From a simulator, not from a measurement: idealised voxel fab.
Proc. module: voxel released beams
Cross-section cut spans 245 nm and uses square cells 5 nm in size.
In this document a cross-section is written as a grid of square cells. It is given as a series of bands, listed from the top down, and a band is one or more rows of cells. What a band's entry tells you: where the top is and where the bottom is, as heights in nm, and after that what lies inside, material by material from left to right, each with its width in nm. Empty space is written as the word "air", and a single material marked with the word "full width" occupies the band from edge to edge. Beneath 0, the wafer as received is one material, and that level is where height counting begins. The lowest band goes on downward without a bottom; it is written like "top 0, no bottom". You'd read "30->40" like this: the band's top row of cells is as wide as the first number, its bottom row is as wide as the second, and going down, every row changes width by the same amount as the row before did. The designation "nothing changed", where it is given for a processing step, indicates that no cell of the cross-section was altered in the course of that step. "Enclosed voids": sealed empty spaces, 8 cells or more, no open way to top, listed width x height at distance, with distance from the left edge and width, height and distance in nm. Text after the settings on a step's line: the simulator's own remark on that step. The "overlay nm" setting may appear on a step's line; for a step that uses a mask, it gives how far to the right of its planned position the mask lay, and a negative value indicates the left.
plan
| 1 | RECEIVE: material Si |
| 2 | CONFORMAL_DEP: material SiN, thk nm 10 |
| 3 | DIRECTIONAL_DEP: material SiO2, thk nm 15 |
| 4 | PATTERN: tone open, mask id ANCHOR, material resist, width nm 45, thk nm 15, overlay nm 0 |
| 5 | DIRECTIONAL_ETCH: etch materials SiO2, depth nm 15 |
| 6 | STRIP: etch materials resist |
| 7 | CONFORMAL_DEP: material TiN, thk nm 15 |
| 8 | PATTERN: tone cover, mask id BEAM, material resist, width nm 95, thk nm 15, overlay nm 0 |
| 9 | DIRECTIONAL_ETCH: etch materials TiN, depth nm 15 |
| 10 | STRIP: etch materials resist |
| 11 | STRIP: etch materials SiO2 |
First wafer, two in total, run as planned
Delivered wafer in cross-section: state after step 1
	top 0, no bottom | Si full width
	Enclosed voids: none
Step 2 done - wafer cross-section
	top 10, bottom 0 | SiN full width
	Nothing below the height 0 has changed.
Step 3 done - wafer cross-section
	top 25, bottom 10 | SiO2 full width
	Nothing below the height 10 has changed.
Step 4 done - wafer cross-section
	top 40, bottom 25 | 75 resist / 45 air / 125 resist
	Nothing below the height 25 has changed.
Step 5 done - wafer cross-section
	top 40, bottom 25 | 75 resist / 45 air / 125 resist
	top 25, bottom 10 | 75 SiO2 / 45 air / 125 SiO2
	Nothing below the height 10 has changed.
Step 6 done - wafer cross-section
	top 25, bottom 10 | 75 SiO2 / 45 air / 125 SiO2
	Nothing below the height 10 has changed.
Step 7 done - wafer cross-section
	top 40, bottom 25 | 90 TiN / 15 air / 140 TiN
	top 25, bottom 10 | 75 SiO2 / 45 TiN / 125 SiO2
	Nothing below the height 10 has changed.
Step 8 done - wafer cross-section
	top 55, bottom 40 | 70 air / 95 resist / 80 air
	top 40, bottom 25 | 90 TiN / 15 resist / 140 TiN
	Nothing below the height 25 has changed.
Step 9 done - wafer cross-section
	top 55, bottom 40 | 70 air / 95 resist / 80 air
	top 40, bottom 25 | 70 air / 20 TiN / 15 resist / 60 TiN / 80 air
	Nothing below the height 25 has changed.
Step 10 done - wafer cross-section
	top 40, bottom 25 | 70 air / 20 TiN / 15 air / 60 TiN / 80 air
	Nothing below the height 25 has changed.
Step 11 done - wafer cross-section
	top 40, bottom 25 | 70 air / 20 TiN / 15 air / 60 TiN / 80 air
	top 25, bottom 10 | 75 air / 45 TiN / 125 air
	Nothing below the height 10 has changed.
Wafer two: like wafer one in start and plan, but with one mistake in execution; identical up to and including step 6
Here is the second wafer in cross-section at the point where step 7 of the plan should have been done
	top 55, bottom 25 | TiN full width
	top 25, bottom 10 | 75 SiO2 / 45 TiN / 125 SiO2
	Nothing below the height 10 has changed.
Here is the second wafer in cross-section at the point where step 8 of the plan should have been done
	top 70, bottom 55 | 70 air / 95 resist / 80 air
	Nothing below the height 55 has changed.
Here is the second wafer in cross-section at the point where step 9 of the plan should have been done
	top 70, bottom 55 | 70 air / 95 resist / 80 air
	top 55, bottom 40 | 70 air / 95 TiN / 80 air
	Nothing below the height 40 has changed.
Here is the second wafer in cross-section at the point where step 10 of the plan should have been done
	top 55, bottom 40 | 70 air / 95 TiN / 80 air
	Nothing below the height 40 has changed.
Here is the second wafer in cross-section at the point where step 11 of the plan should have been done: nothing changed
Run error: step 7 from the plan got run twice
Count the cells at the end and the second wafer has more or fewer of some materials than the first: 120 more of SiO2, 156 more of TiN
